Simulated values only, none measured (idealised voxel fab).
process module | voxel transistor to metal
cross-section cut | 140 nm wide | cells 5 nm
A cross-section is a grid of square cells, given in bands from the top down. A band is one or more rows of cells.
Each band's line starts with the height of the band's top and of its bottom, in nm. Then come its materials from left to right, each with its width in nm. One material with "throughout" fills the band from edge to edge. "air" is empty space.
Height 0 is the level under which the wafer as received is all one material. The lowest band goes on downwards, as in "0 down".
A width such as "30 to 40" changes by the same amount from each row of cells to the next, from the band's top row to its bottom row.
"no change" after a step means that no cell of the cross-section changed.
closed voids: empty space of 8 cells or more with no open way to the top, each as width x height at its distance from the left edge, in nm
after a step's settings: what the simulator itself notes on the step
overlay nm, on a step with a mask: how far to the right of its planned place the mask lay; to the left if negative
plan
1 op RECEIVE | material Si
2 op OXIDIZE | depth nm 5
3 op CONFORMAL_DEP | material SiN | thk nm 15
4 op DIRECTIONAL_DEP | material aC | thk nm 15
5 op PATTERN | tone cover | mask id ACTIVE | material resist | width nm 105 | thk nm 30 | overlay nm 0
6 op DIRECTIONAL_ETCH | etch materials aC | depth nm 15
7 op STRIP | etch materials resist
8 op DIRECTIONAL_ETCH | etch materials SiN | depth nm 15
9 op DIRECTIONAL_ETCH | etch materials SiO2 | depth nm 5
10 op DIRECTIONAL_ETCH | etch materials Si | depth nm 20
11 op STRIP | etch materials aC
12 op OXIDIZE | depth nm 5
13 op FILL_DEP | material SiO2 | thk nm 5
14 op CMP | height nm 15
15 op SELECTIVE_ETCH | etch materials SiO2 | depth nm 10
16 op STRIP | etch materials SiN
17 op SELECTIVE_ETCH | etch materials SiO2 | depth nm 5
18 op OXIDIZE | depth nm 5
19 op DIRECTIONAL_DEP | material polySi | thk nm 30
20 op DIRECTIONAL_DEP | material SiCN | thk nm 15
21 op PATTERN | tone cover | mask id GATE | material resist | width nm 25 | thk nm 20 | overlay nm 0
22 op DIRECTIONAL_ETCH | etch materials SiCN | depth nm 25
23 op DIRECTIONAL_ETCH | etch materials polySi | depth nm 40
24 op STRIP | etch materials resist
25 op CONFORMAL_DEP | material SiN | thk nm 5
26 op DIRECTIONAL_ETCH | etch materials SiN | depth nm 5
27 op DIRECTIONAL_ETCH | etch materials SiO2 | depth nm 5
28 op DIRECTIONAL_ETCH | etch materials Si | depth nm 15
29 op EPI | material nSi | thk nm 15
30 op FILL_DEP | material SiO2 | thk nm 5
31 op CMP | height nm 40
32 op DIRECTIONAL_DEP | material SiO2 | thk nm 10
33 op MASKED_ETCH | tone open | mask id CONTACT | width nm 20 | pitch nm 75 | etch materials SiO2 | depth nm 60 | overlay nm 0
34 op CONFORMAL_DEP | material TiN | thk nm 5
35 op FILL_DEP | material Ru | thk nm 5
36 op CMP | height nm 50
37 op DIRECTIONAL_DEP | material TiN | thk nm 5
38 op DIRECTIONAL_DEP | material Ru | thk nm 20
39 op DIRECTIONAL_DEP | material aC | thk nm 15
40 op PATTERN | tone cover | mask id METAL_1 | material resist | width nm 20 | pitch nm 75 | thk nm 35 | overlay nm 0
41 op DIRECTIONAL_ETCH | etch materials aC | depth nm 15
42 op STRIP | etch materials resist
43 op DIRECTIONAL_ETCH | etch materials Ru | depth nm 20
44 op DIRECTIONAL_ETCH | etch materials TiN | depth nm 5
45 op STRIP | etch materials aC
46 op CONFORMAL_DEP | material SiCN | thk nm 5
47 op FILL_DEP | material lowk | thk nm 10
48 op CMP | height nm 75
49 op CONFORMAL_DEP | material SiN | thk nm 5
as received, after step 1
  0 down: Si throughout
  closed voids: none
first wafer at the end, as planned
  80 to 75: SiN throughout
  75 to 55: lowk 15 | SiCN 5 | Ru 20 | SiCN 5 | lowk 45 | SiCN 5 | Ru 20 | SiCN 5 | lowk 20
  55 to 50: SiCN 20 | TiN 20 | SiCN 55 | TiN 20 | SiCN 25
  50 to 40: SiO2 20 | TiN 5 | Ru 10 | TiN 5 | SiO2 55 | TiN 5 | Ru 10 | TiN 5 | SiO2 25
  40 to 25: SiO2 20 | TiN 5 | Ru 10 | TiN 5 | SiO2 10 | SiN 5 | SiCN 25 | SiN 5 | SiO2 10 | TiN 5 | Ru 10 | TiN 5 | SiO2 25
  25 to 10: SiO2 20 | TiN 5 | Ru 10 | TiN 5 | SiO2 10 | SiN 5 | polySi 25 | SiN 5 | SiO2 10 | TiN 5 | Ru 10 | TiN 5 | SiO2 25
  10 to 5: SiO2 20 | TiN 5 | Ru 5 | TiN 10 | SiO2 10 | SiN 5 | polySi 25 | SiN 5 | SiO2 10 | TiN 10 | Ru 5 | TiN 5 | SiO2 25
  5 to 0: SiO2 20 | TiN 5 | Ru 5 | TiN 5 | nSi 15 | SiN 5 | polySi 25 | SiN 5 | nSi 15 | TiN 5 | Ru 5 | TiN 5 | SiO2 25
  0 to -5: SiO2 10 | SiN 5 | SiO2 5 | TiN 5 | Ru 5 | TiN 5 | nSi 15 | SiN 5 | polySi 25 | SiN 5 | nSi 15 | TiN 5 | Ru 5 | TiN 5 | SiO2 5 | SiN 5 | SiO2 15
  -5 to -10: SiO2 20 | TiN 15 | nSi 15 | SiO2 35 | nSi 15 | TiN 15 | SiO2 25
  -10 to -25: SiO2 20 | nSi 30 | Si 35 | nSi 30 | SiO2 25
  -25 to -30: SiO2 20 | Si 95 | SiO2 25
  -30 down: Si throughout
  closed voids: none
second wafer at the end: like start, like plan, one mistake
  70 to 65: SiN throughout
  65 to 55: lowk 15 | SiCN 5 | Ru 20 | SiCN 5 | lowk 45 | SiCN 5 | Ru 20 | SiCN 5 | lowk 20
  55 to 50: SiCN 20 | TiN 20 | SiCN 55 | TiN 20 | SiCN 25
  50 to 40: SiO2 20 | TiN 5 | Ru 10 | TiN 5 | SiO2 55 | TiN 5 | Ru 10 | TiN 5 | SiO2 25
  40 to 25: SiO2 20 | TiN 5 | Ru 10 | TiN 5 | SiO2 10 | SiN 5 | SiCN 25 | SiN 5 | SiO2 10 | TiN 5 | Ru 10 | TiN 5 | SiO2 25
  25 to 10: SiO2 20 | TiN 5 | Ru 10 | TiN 5 | SiO2 10 | SiN 5 | polySi 25 | SiN 5 | SiO2 10 | TiN 5 | Ru 10 | TiN 5 | SiO2 25
  10 to 5: SiO2 20 | TiN 5 | Ru 5 | TiN 10 | SiO2 10 | SiN 5 | polySi 25 | SiN 5 | SiO2 10 | TiN 10 | Ru 5 | TiN 5 | SiO2 25
  5 to 0: SiO2 20 | TiN 5 | Ru 5 | TiN 5 | nSi 15 | SiN 5 | polySi 25 | SiN 5 | nSi 15 | TiN 5 | Ru 5 | TiN 5 | SiO2 25
  0 to -5: SiO2 10 | SiN 5 | SiO2 5 | TiN 5 | Ru 5 | TiN 5 | nSi 15 | SiN 5 | polySi 25 | SiN 5 | nSi 15 | TiN 5 | Ru 5 | TiN 5 | SiO2 5 | SiN 5 | SiO2 15
  -5 to -10: SiO2 20 | TiN 15 | nSi 15 | SiO2 35 | nSi 15 | TiN 15 | SiO2 25
  -10 to -25: SiO2 20 | nSi 30 | Si 35 | nSi 30 | SiO2 25
  -25 to -30: SiO2 20 | Si 95 | SiO2 25
  -30 down: Si throughout
  closed voids: none
what went wrong: step 48 ran as: op CMP | height nm 65
at the end the second wafer has, in cells: 16 fewer of Ru | 8 fewer of SiCN | 32 fewer of lowk
